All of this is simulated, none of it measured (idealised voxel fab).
You're looking at the process module voxel wiring stack.
cross-section cut | 235 nm wide | cells 5 nm
Square cells in a grid make up a cross-section in this document, and the grid is given as bands, listed from the top down, each one or more rows of cells.
What a band's entry tells you: where the top is and where the bottom is, as heights in nm, and after that what lies inside, material by material from left to right, each with its width in nm. Empty space is written as the word "empty", and a single material marked with the word "edge to edge" occupies the band from edge to edge.
Height is counted from the level 0, under which the received wafer is composed throughout of one material. The lowest of the bands is not closed at the bottom but continues downward, in the notation "0 down".
Read "30->40" as a graded width: first number on top, second number at the bottom, same change between each pair of neighbouring rows.
The cross-section has no changed cell in any step marked "nothing altered".
"Unvented cavities" means: voids of 8 cells or more that are shut off from the top with no open way through. Written width x height at distance, distance from the left edge, in nm.
Heads up: the bit after the settings on a step's line is the simulator's remark on that step.
overlay nm, on a step with a mask: how far to the right of its planned place the mask lay; to the left if negative
Set out below are the planned steps of the process:
| 1 | op RECEIVE | material Si |
| 2 | op CONFORMAL_DEP | material SiO2 | thk nm 15 |
| 3 | op DIRECTIONAL_DEP | material TiN | thk nm 5 |
| 4 | op DIRECTIONAL_DEP | material W | thk nm 25 |
| 5 | op PATTERN | tone cover | mask id METAL_1 | material resist | width nm 20 | pitch nm 40 | thk nm 15 | overlay nm 0 |
| 6 | op DIRECTIONAL_ETCH | etch materials W | depth nm 25 |
| 7 | op DIRECTIONAL_ETCH | etch materials TiN | depth nm 5 |
| 8 | op STRIP | etch materials resist |
| 9 | op FILL_DEP | material lowk | thk nm 5 |
| 10 | op CMP | height nm 45 |
| 11 | op CONFORMAL_DEP | material SiCN | thk nm 5 |
| 12 | op DIRECTIONAL_DEP | material SiO2 | thk nm 15 |
| 13 | op PATTERN | tone open | mask id PLUG_1 | material resist | width nm 15 | pitch nm 40 | thk nm 20 | overlay nm 0 |
| 14 | op DIRECTIONAL_ETCH | etch materials SiO2 | depth nm 15 |
| 15 | op DIRECTIONAL_ETCH | etch materials SiCN | depth nm 5 |
| 16 | op STRIP | etch materials resist |
| 17 | op CONFORMAL_DEP | material TiN | thk nm 5 |
| 18 | op FILL_DEP | material W | thk nm 10 |
| 19 | op CMP | height nm 65 |
| 20 | op CONFORMAL_DEP | material SiCN | thk nm 5 |
| 21 | op DIRECTIONAL_DEP | material SiO2 | thk nm 20 |
| 22 | op PATTERN | tone open | mask id METAL_2 | material resist | width nm 20 | pitch nm 40 | thk nm 15 | overlay nm 0 |
| 23 | op DIRECTIONAL_ETCH | etch materials SiO2 | depth nm 20 |
| 24 | op DIRECTIONAL_ETCH | etch materials SiCN | depth nm 5 |
| 25 | op STRIP | etch materials resist |
| 26 | op CONFORMAL_DEP | material TiN | thk nm 5 |
| 27 | op FILL_DEP | material Cu | thk nm 10 |
| 28 | op CMP | height nm 90 |
| 29 | op EPI | material Ru | thk nm 5 |
| 30 | op FILL_DEP | material SiCN | thk nm 5 |
| 31 | op DIRECTIONAL_DEP | material lowk | thk nm 30 |
| 32 | op PATTERN | tone open | mask id METAL_3 | material resist | width nm 20 | pitch nm 40 | thk nm 20 | overlay nm 0 |
| 33 | op DIRECTIONAL_ETCH | etch materials lowk | depth nm 20 |
| 34 | op STRIP | etch materials resist |
| 35 | op DIRECTIONAL_DEP | material aC | thk nm 10 |
| 36 | op PATTERN | tone open | mask id METAL_3_HOLES | material resist | width nm 15 | thk nm 25 | overlay nm 0 |
| 37 | op DIRECTIONAL_ETCH | etch materials aC | depth nm 10 |
| 38 | op STRIP | etch materials resist |
| 39 | op DIRECTIONAL_ETCH | etch materials lowk | depth nm 10 |
| 40 | op DIRECTIONAL_ETCH | etch materials SiCN | depth nm 5 |
| 41 | op STRIP | etch materials aC |
| 42 | op CONFORMAL_DEP | material TiN | thk nm 5 |
| 43 | op FILL_DEP | material Ru | thk nm 5 |
| 44 | op CMP | height nm 130 |
| 45 | op CONFORMAL_DEP | material SiCN | thk nm 5 |
| 46 | op DIRECTIONAL_DEP | material lowk | thk nm 10 |
| 47 | op DIRECTIONAL_DEP | material aC | thk nm 10 |
| 48 | op PATTERN | tone open | mask id PLUG_3 | material resist | width nm 15 | pitch nm 40 | thk nm 25 | overlay nm 0 |
| 49 | op DIRECTIONAL_ETCH | etch materials aC | depth nm 10 |
| 50 | op STRIP | etch materials resist |
| 51 | op DIRECTIONAL_ETCH | etch materials lowk | depth nm 10 |
| 52 | op DIRECTIONAL_ETCH | etch materials SiCN | depth nm 5 |
| 53 | op STRIP | etch materials aC |
| 54 | op CONFORMAL_DEP | material TiN | thk nm 5 |
| 55 | op FILL_DEP | material Cu | thk nm 5 |
| 56 | op CMP | height nm 145 |
| 57 | op DIRECTIONAL_DEP | material TiN | thk nm 5 |
| 58 | op DIRECTIONAL_DEP | material Ru | thk nm 15 |
| 59 | op DIRECTIONAL_DEP | material aC | thk nm 10 |
| 60 | op PATTERN | tone cover | mask id METAL_4 | material resist | width nm 20 | pitch nm 40 | thk nm 30 | overlay nm 0 |
| 61 | op DIRECTIONAL_ETCH | etch materials aC | depth nm 10 |
| 62 | op STRIP | etch materials resist |
| 63 | op DIRECTIONAL_ETCH | etch materials Ru | depth nm 15 |
| 64 | op DIRECTIONAL_ETCH | etch materials TiN | depth nm 5 |
| 65 | op STRIP | etch materials aC |
| 66 | op CONFORMAL_DEP | material SiN | thk nm 5 |
| 67 | op FILL_DEP | material SiO2 | thk nm 10 |
| 68 | op CMP | height nm 165 |
| 69 | op CONFORMAL_DEP | material SiCN | thk nm 5 |
So this is the incoming wafer in cross-section - it's already been through step 1:
	0 down  Si edge to edge
	Unvented cavities: none
Same starting wafer, same plan as above, one mistake in the execution; this is the cross-section at the end of the module:
	170 to 165  SiCN edge to edge
	165 to 150  SiO2=80 / SiN=5 / Ru=20 / SiN=5 / SiO2=10 / SiN=5 / Ru=20 / SiN=5 / SiO2=85
	150 to 145  SiN=85 / TiN=20 / SiN=20 / TiN=20 / SiN=90
	145 to 135  lowk=85 / TiN=5 / Cu=5 / TiN=5 / lowk=25 / TiN=5 / Cu=5 / TiN=5 / lowk=95
	135 to 130  SiCN=85 / TiN=15 / SiCN=25 / TiN=15 / SiCN=95
	130 to 115  lowk=85 / TiN=5 / Ru=10 / TiN=5 / lowk=20 / TiN=5 / Ru=10 / TiN=5 / lowk=90
	115 to 110  lowk=85 / TiN=5 / Ru=5 / TiN=10 / lowk=20 / TiN=20 / lowk=90
	110 to 100  lowk=85 / TiN=5 / Ru=5 / TiN=5 / lowk=135
	100 to 95  SiCN=85 / TiN=15 / SiCN=135
	95 to 90  SiCN=80 / Ru=30 / SiCN=10 / Ru=30 / SiCN=85
	90 to 70  SiO2=85 / TiN=5 / Cu=10 / TiN=5 / SiO2=20 / TiN=5 / Cu=10 / TiN=5 / SiO2=90
	70 to 65  SiCN=85 / TiN=20 / SiCN=20 / TiN=20 / SiCN=90
	65 to 50  SiO2=85 / TiN=5 / W=5 / TiN=5 / SiO2=25 / TiN=5 / W=5 / TiN=5 / SiO2=95
	50 to 45  SiCN=85 / TiN=15 / SiCN=25 / TiN=15 / SiCN=95
	45 to 20  lowk=85 / W=20 / lowk=20 / W=20 / lowk=90
	20 to 5  SiO2 edge to edge
	5 to 0  TiN edge to edge
	0 down  Si edge to edge
	Unvented cavities: none
Finding, execution versus plan: a sequencing error occurred in which plan steps 2 and 3 were transposed
